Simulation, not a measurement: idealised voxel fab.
Herein follows the process module entitled voxel transistor to metal.
FYI the section here is cut, 205 nm wide, cells are 5 nm squares.
A cross-section is a grid of square cells, given in bands from the top down. A band is one or more rows of cells. Band: top and bottom heights (nm) first, top before bottom; then materials from left to right, widths in nm. "everywhere" marks a sole material filling the band edge to edge. "air" denotes empty space. Beneath 0, the wafer as received is one material, and that level is where height counting begins. The lowest band goes on downward without a bottom; it is written like "0 nm and below". It should be noted that a width expressed as "30..40" varies in equal increments from row to row of cells within the band, taking the value of the first number at the top row and that of the second number at the bottom row. Key: "no alteration" - step with no changed cell in the cross-section. Listed in "Sealed void inventory": every empty space of 8 or more cells without an open way to the top. Form: width x height at distance, the distance being from the left edge, all in nm. Anything after a step's settings on that line? It's the simulator's own note about the step. overlay nm, on a step with a mask: how far to the right of its planned place the mask lay; to the left if negative.

The planned process steps are enumerated hereunder
1) RECEIVE | material Si
2) CONFORMAL_DEP | material SiO2 | thk nm 5
3) CONFORMAL_DEP | material SiN | thk nm 10
4) DIRECTIONAL_DEP | material aC | thk nm 10
5) PATTERN | tone cover | mask id ACTIVE | material resist | width nm 135 | thk nm 30 | overlay nm 0
6) DIRECTIONAL_ETCH | etch materials aC | depth nm 10
7) STRIP | etch materials resist
8) DIRECTIONAL_ETCH | etch materials SiN | depth nm 10
9) DIRECTIONAL_ETCH | etch materials SiO2 | depth nm 5
10) DIRECTIONAL_ETCH | etch materials Si | depth nm 30
11) STRIP | etch materials aC
12) FILL_DEP | material SiO2 | thk nm 15
13) CMP | height nm 15
14) SELECTIVE_ETCH | etch materials SiO2 | depth nm 10
15) STRIP | etch materials SiN
16) SELECTIVE_ETCH | etch materials SiO2 | depth nm 5
17) OXIDIZE | depth nm 5
18) DIRECTIONAL_DEP | material polySi | thk nm 25
19) DIRECTIONAL_DEP | material SiCN | thk nm 15
20) MASKED_ETCH | tone cover | mask id GATE | width nm 35 | etch materials SiCN | depth nm 25 | overlay nm 0
21) MASKED_ETCH | tone cover | mask id GATE | width nm 35 | etch materials polySi | depth nm 35 | overlay nm 0
22) CONFORMAL_DEP | material SiN | thk nm 10
23) DIRECTIONAL_ETCH | etch materials SiN | depth nm 10
24) DIRECTIONAL_ETCH | etch materials SiO2 | depth nm 5
25) DIRECTIONAL_ETCH | etch materials Si | depth nm 5
26) EPI | material SiGe | thk nm 5
27) FILL_DEP | material SiO2 | thk nm 5
28) CMP | height nm 25
29) STRIP | etch materials polySi
30) SELECTIVE_ETCH | etch materials SiO2 | depth nm 5
31) CONFORMAL_DEP | material HfO2 | thk nm 5
32) CONFORMAL_DEP | material TiN | thk nm 5
33) FILL_DEP | material W | thk nm 10
34) CMP | height nm 20
35) DIRECTIONAL_DEP | material SiO2 | thk nm 15
36) PATTERN | tone open | mask id CONTACT | material resist | width nm 20 | pitch nm 95 | thk nm 20 | overlay nm 0
37) DIRECTIONAL_ETCH | etch materials SiO2 | depth nm 40
38) STRIP | etch materials resist
39) CONFORMAL_DEP | material TiN | thk nm 5
40) FILL_DEP | material W | thk nm 5
41) CMP | height nm 35
42) DIRECTIONAL_DEP | material TiN | thk nm 5
43) DIRECTIONAL_DEP | material W | thk nm 25
44) DIRECTIONAL_DEP | material aC | thk nm 15
45) PATTERN | tone cover | mask id METAL_1 | material resist | width nm 20 | pitch nm 95 | thk nm 30 | overlay nm 0
46) DIRECTIONAL_ETCH | etch materials aC | depth nm 15
47) STRIP | etch materials resist
48) DIRECTIONAL_ETCH | etch materials W | depth nm 25
49) DIRECTIONAL_ETCH | etch materials TiN | depth nm 5
50) STRIP | etch materials aC
51) CONFORMAL_DEP | material SiN | thk nm 5
52) FILL_DEP | material lowk | thk nm 10
53) CMP | height nm 65
54) CONFORMAL_DEP | material SiCN | thk nm 5

Incoming wafer, cross-sectional view, post step 1
    0 nm and below = Si everywhere
    Sealed void inventory: none

As-planned run: cross-section of the first of two wafers at end of module
    70 nm to 65 nm = SiCN everywhere
    65 nm to 40 nm = lowk (40) / SiN (5) / W (20) / SiN (5) / lowk (65) / SiN (5) / W (20) / SiN (5) / lowk (40)
    40 nm to 35 nm = SiN (45) / TiN (20) / SiN (75) / TiN (20) / SiN (45)
    35 nm to 20 nm = SiO2 (45) / TiN (5) / W (10) / TiN (5) / SiO2 (75) / TiN (5) / W (10) / TiN (5) / SiO2 (45)
    20 nm to 5 nm = SiO2 (45) / TiN (5) / W (10) / TiN (5) / SiO2 (10) / SiN (10) / HfO2 (5) / TiN (5) / W (15) / TiN (5) / HfO2 (5) / SiN (10) / SiO2 (10) / TiN (5) / W (10) / TiN (5) / SiO2 (45)
    5 nm to 0 nm = SiO2 (45) / TiN (5) / W (10) / TiN (5) / SiO2 (10) / SiN (10) / HfO2 (5) / TiN (25) / HfO2 (5) / SiN (10) / SiO2 (10) / TiN (5) / W (10) / TiN (5) / SiO2 (45)
    0 nm to -5 nm = SiO2 (45) / TiN (20) / SiO2 (5) / SiGe (5) / SiO2 (5) / HfO2 (45) / SiO2 (5) / SiGe (5) / SiO2 (5) / TiN (20) / SiO2 (45)
    -5 nm to -10 nm = SiO2 (35) / SiGe (40) / Si (55) / SiGe (40) / SiO2 (35)
    -10 nm to -30 nm = SiO2 (35) / Si (135) / SiO2 (35)
    -30 nm and below = Si everywhere
    Sealed void inventory: none

Cross-section of the latter of the two wafers at module completion. It had an identical start and an identical plan to the former; in running it, one mistake was made
    70 nm to 65 nm = SiCN everywhere
    65 nm to 40 nm = lowk (40) / SiN (5) / W (20) / SiN (5) / lowk (65) / SiN (5) / W (20) / SiN (5) / lowk (40)
    40 nm to 35 nm = SiN (45) / TiN (20) / SiN (75) / TiN (20) / SiN (45)
    35 nm to 20 nm = SiO2 (45) / TiN (5) / W (10) / TiN (5) / SiO2 (75) / TiN (5) / W (10) / TiN (5) / SiO2 (45)
    20 nm to 5 nm = SiO2 (45) / TiN (5) / W (10) / TiN (5) / SiO2 (10) / SiN (10) / HfO2 (5) / TiN (5) / W (15) / TiN (5) / HfO2 (5) / SiN (10) / SiO2 (10) / TiN (5) / W (10) / TiN (5) / SiO2 (45)
    5 nm to 0 nm = SiO2 (45) / TiN (5) / W (10) / TiN (5) / SiO2 (10) / SiN (10) / HfO2 (5) / TiN (25) / HfO2 (5) / SiN (10) / SiO2 (10) / TiN (5) / W (10) / TiN (5) / SiO2 (45)
    0 nm to -5 nm = SiO2 (30) / SiN (5) / SiO2 (10) / TiN (20) / SiO2 (5) / SiGe (5) / SiO2 (5) / HfO2 (45) / SiO2 (5) / SiGe (5) / SiO2 (5) / TiN (20) / SiO2 (10) / SiN (5) / SiO2 (30)
    -5 nm to -10 nm = SiO2 (40) / SiGe (35) / Si (55) / SiGe (35) / SiO2 (40)
    -10 nm to -30 nm = SiO2 (35) / Si (135) / SiO2 (35)
    -30 nm and below = Si everywhere
    Sealed void inventory: none
The plan and the run diverged here: step 2 of the plan was excluded from execution and never run
Wafer comparison, final, in cells, second relative to first, materials more or fewer: SiGe: 2 fewer; SiN: 2 more
